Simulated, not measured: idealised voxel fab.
Title: Process Module voxel self aligned contacts
This is section cut - it's 160 nm across, gridded in 5 nm square cells.
Format of a cross-section: grid, square cells. Given as bands. Order: top down. Band: one or more rows of cells.
Heads up on the band format: heights come first, top then bottom, in nm. After that it's the materials left to right, each with its width in nm. A single material flagged "throughout" fills the whole band edge to edge, and "air" means there's empty space there.
Note: height 0 marks the level under which the wafer is uniformly one material as received. Lowest band unbounded below, written "from 0 down".
Width spec "30..40" -> top row of cells at first value, bottom row at second value, equal per-row change in between.
"changes: none" after a step means that no cell of the cross-section changed.
Heads up: "Enclosed cavity list" only lists the empty pockets with no open path to the top that are 8 cells or more, and it writes them as width x height at distance, distance from the left edge, in nm.
Anything after a step's settings on that line? It's the simulator's own note about the step.
"overlay nm" on a masked step: distance the mask lay right of its planned place, negative for left.

-- plan
1) RECEIVE with material Si
2) CONFORMAL_DEP with material SiO2, thk nm 5
3) DIRECTIONAL_DEP with material polySi, thk nm 30
4) DIRECTIONAL_DEP with material SiN, thk nm 20
5) MASKED_ETCH with tone cover, mask id GATE, width nm 30, pitch nm 60, etch materials SiN, depth nm 20, overlay nm 0
6) MASKED_ETCH with tone cover, mask id GATE, width nm 30, pitch nm 60, etch materials polySi, depth nm 30, overlay nm 0
7) CONFORMAL_DEP with material SiN, thk nm 5
8) DIRECTIONAL_ETCH with etch materials SiN, depth nm 5
9) FILL_DEP with material SiO2, thk nm 20
10) CMP with height nm 65
11) DIRECTIONAL_DEP with material aC, thk nm 10
12) PATTERN with tone open, mask id CONTACT, material resist, width nm 40, thk nm 25, overlay nm 0
13) DIRECTIONAL_ETCH with etch materials aC, depth nm 10
14) STRIP with etch materials resist
15) DIRECTIONAL_ETCH with etch materials SiO2, depth nm 65
16) STRIP with etch materials aC
17) CONFORMAL_DEP with material TiN, thk nm 5
18) FILL_DEP with material Ru, thk nm 5
19) CMP with height nm 65
20) CONFORMAL_DEP with material SiCN, thk nm 5

-- First wafer out of two, processed as planned

-- as received, after step 1
from 0 down: Si throughout
Enclosed cavity list: none

-- How the wafer stands in section after step 2
from 5 to 0: SiO2 throughout
No changes below 0.

-- How the wafer stands in section after step 3
from 35 to 5: polySi throughout
No changes below 5.

-- How the wafer stands in section after step 4
from 55 to 35: SiN throughout
No changes below 35.

-- How the wafer stands in section after step 5
from 55 to 35: air 35, then SiN 30, then air 30, then SiN 30, then air 35
No changes below 35.

-- How the wafer stands in section after step 6
from 55 to 35: air 35, then SiN 30, then air 30, then SiN 30, then air 35
from 35 to 5: air 35, then polySi 30, then air 30, then polySi 30, then air 35
No changes below 5.

-- How the wafer stands in section after step 7
from 60 to 35: air 30, then SiN 40, then air 20, then SiN 40, then air 30
from 35 to 10: air 30, then SiN 5, then polySi 30, then SiN 5, then air 20, then SiN 5, then polySi 30, then SiN 5, then air 30
from 10 to 5: SiN 35, then polySi 30, then SiN 30, then polySi 30, then SiN 35
No changes below 5.

-- How the wafer stands in section after step 8
from 55 to 35: air 30, then SiN 40, then air 20, then SiN 40, then air 30
from 35 to 5: air 30, then SiN 5, then polySi 30, then SiN 5, then air 20, then SiN 5, then polySi 30, then SiN 5, then air 30
No changes below 5.

-- How the wafer stands in section after step 9
from 75 to 55: SiO2 throughout
from 55 to 35: SiO2 30, then SiN 40, then SiO2 20, then SiN 40, then SiO2 30
from 35 to 5: SiO2 30, then SiN 5, then polySi 30, then SiN 5, then SiO2 20, then SiN 5, then polySi 30, then SiN 5, then SiO2 30
No changes below 5.

-- How the wafer stands in section after step 10
from 65 to 55: SiO2 throughout
No changes below 55.

-- How the wafer stands in section after step 11
from 75 to 65: aC throughout
No changes below 65.

-- How the wafer stands in section after step 12
from 100 to 75: resist 60, then air 40, then resist 60
No changes below 75.

-- How the wafer stands in section after step 13
from 90 to 75: resist 60, then air 40, then resist 60
from 75 to 65: aC 60, then air 40, then aC 60
No changes below 65.

-- How the wafer stands in section after step 14
from 75 to 65: aC 60, then air 40, then aC 60
No changes below 65.

-- How the wafer stands in section after step 15
from 75 to 65: aC 60, then air 40, then aC 60
from 65 to 55: SiO2 60, then air 40, then SiO2 60
from 55 to 35: SiO2 30, then SiN 40, then air 20, then SiN 40, then SiO2 30
from 35 to 5: SiO2 30, then SiN 5, then polySi 30, then SiN 5, then air 20, then SiN 5, then polySi 30, then SiN 5, then SiO2 30
from 5 to 0: SiO2 70, then air 20, then SiO2 70
No changes below 0.

-- How the wafer stands in section after step 16
from 65 to 55: SiO2 60, then air 40, then SiO2 60
No changes below 55.

-- How the wafer stands in section after step 17
from 70 to 65: TiN 65, then air 30, then TiN 65
from 65 to 55: SiO2 60, then TiN 5..15, then air 30..10, then TiN 5..15, then SiO2 60
from 55 to 35: SiO2 30, then SiN 40, then TiN 5, then air 10, then TiN 5, then SiN 40, then SiO2 30
from 35 to 5: SiO2 30, then SiN 5, then polySi 30, then SiN 5, then TiN 5, then air 10, then TiN 5, then SiN 5, then polySi 30, then SiN 5, then SiO2 30
from 5 to 0: SiO2 70, then TiN 20, then SiO2 70
No changes below 0.

-- How the wafer stands in section after step 18
from 75 to 70: Ru throughout
from 70 to 65: TiN 65, then Ru 30, then TiN 65
from 65 to 55: SiO2 60, then TiN 5..15, then Ru 30..10, then TiN 5..15, then SiO2 60
from 55 to 35: SiO2 30, then SiN 40, then TiN 5, then Ru 10, then TiN 5, then SiN 40, then SiO2 30
from 35 to 5: SiO2 30, then SiN 5, then polySi 30, then SiN 5, then TiN 5, then Ru 10, then TiN 5, then SiN 5, then polySi 30, then SiN 5, then SiO2 30
No changes below 5.

-- How the wafer stands in section after step 19
from 65 to 55: SiO2 60, then TiN 5..15, then Ru 30..10, then TiN 5..15, then SiO2 60
No changes below 55.

-- How the wafer stands in section after step 20
from 70 to 65: SiCN throughout
No changes below 65.

-- second wafer: like start, like plan, one mistake. Through step 4 it matches the first wafer

-- At the planned end of step 5, the second wafer in cross-section
from 55 to 35: SiN 35, then air 30, then SiN 30, then air 30, then SiN 35
No changes below 35.

At the planned end of step 6, the second wafer in cross-section: changes: none

-- At the planned end of step 7, the second wafer in cross-section
from 60 to 40: SiN 40, then air 20, then SiN 40, then air 20, then SiN 40
from 40 to 35: SiN throughout
No changes below 35.

-- At the planned end of step 8, the second wafer in cross-section
from 55 to 35: SiN 40, then air 20, then SiN 40, then air 20, then SiN 40
No changes below 35.

-- At the planned end of step 9, the second wafer in cross-section
from 75 to 55: SiO2 throughout
from 55 to 35: SiN 40, then SiO2 20, then SiN 40, then SiO2 20, then SiN 40
No changes below 35.

-- At the planned end of step 10, the second wafer in cross-section
from 65 to 55: SiO2 throughout
No changes below 55.

-- At the planned end of step 11, the second wafer in cross-section
from 75 to 65: aC throughout
No changes below 65.

-- At the planned end of step 12, the second wafer in cross-section
from 100 to 75: resist 60, then air 40, then resist 60
No changes below 75.

-- At the planned end of step 13, the second wafer in cross-section
from 90 to 75: resist 60, then air 40, then resist 60
from 75 to 65: aC 60, then air 40, then aC 60
No changes below 65.

-- At the planned end of step 14, the second wafer in cross-section
from 75 to 65: aC 60, then air 40, then aC 60
No changes below 65.

-- At the planned end of step 15, the second wafer in cross-section
from 75 to 65: aC 60, then air 40, then aC 60
from 65 to 55: SiO2 60, then air 40, then SiO2 60
No changes below 55.

-- At the planned end of step 16, the second wafer in cross-section
from 65 to 55: SiO2 60, then air 40, then SiO2 60
No changes below 55.

-- At the planned end of step 17, the second wafer in cross-section
from 70 to 65: TiN 65, then air 30, then TiN 65
from 65 to 60: SiO2 60, then TiN 5, then air 30, then TiN 5, then SiO2 60
from 60 to 55: SiO2 60, then TiN 40, then SiO2 60
No changes below 55.

-- At the planned end of step 18, the second wafer in cross-section
from 75 to 70: Ru throughout
from 70 to 65: TiN 65, then Ru 30, then TiN 65
from 65 to 60: SiO2 60, then TiN 5, then Ru 30, then TiN 5, then SiO2 60
No changes below 60.

-- At the planned end of step 19, the second wafer in cross-section
from 65 to 60: SiO2 60, then TiN 5, then Ru 30, then TiN 5, then SiO2 60
No changes below 60.

-- At the planned end of step 20, the second wafer in cross-section
from 70 to 65: SiCN throughout
No changes below 65.
Deviation noted in wafer processing: step 5 off recipe, ran as MASKED_ETCH with tone open, mask id GATE, width nm 30, pitch nm 60, etch materials SiN, depth nm 20, overlay nm 0
Materials where the second wafer ends with more or fewer cells than the first: Ru: 22 fewer; SiN: 8 more; SiO2: 84 fewer; TiN: 22 fewer; polySi: 120 more
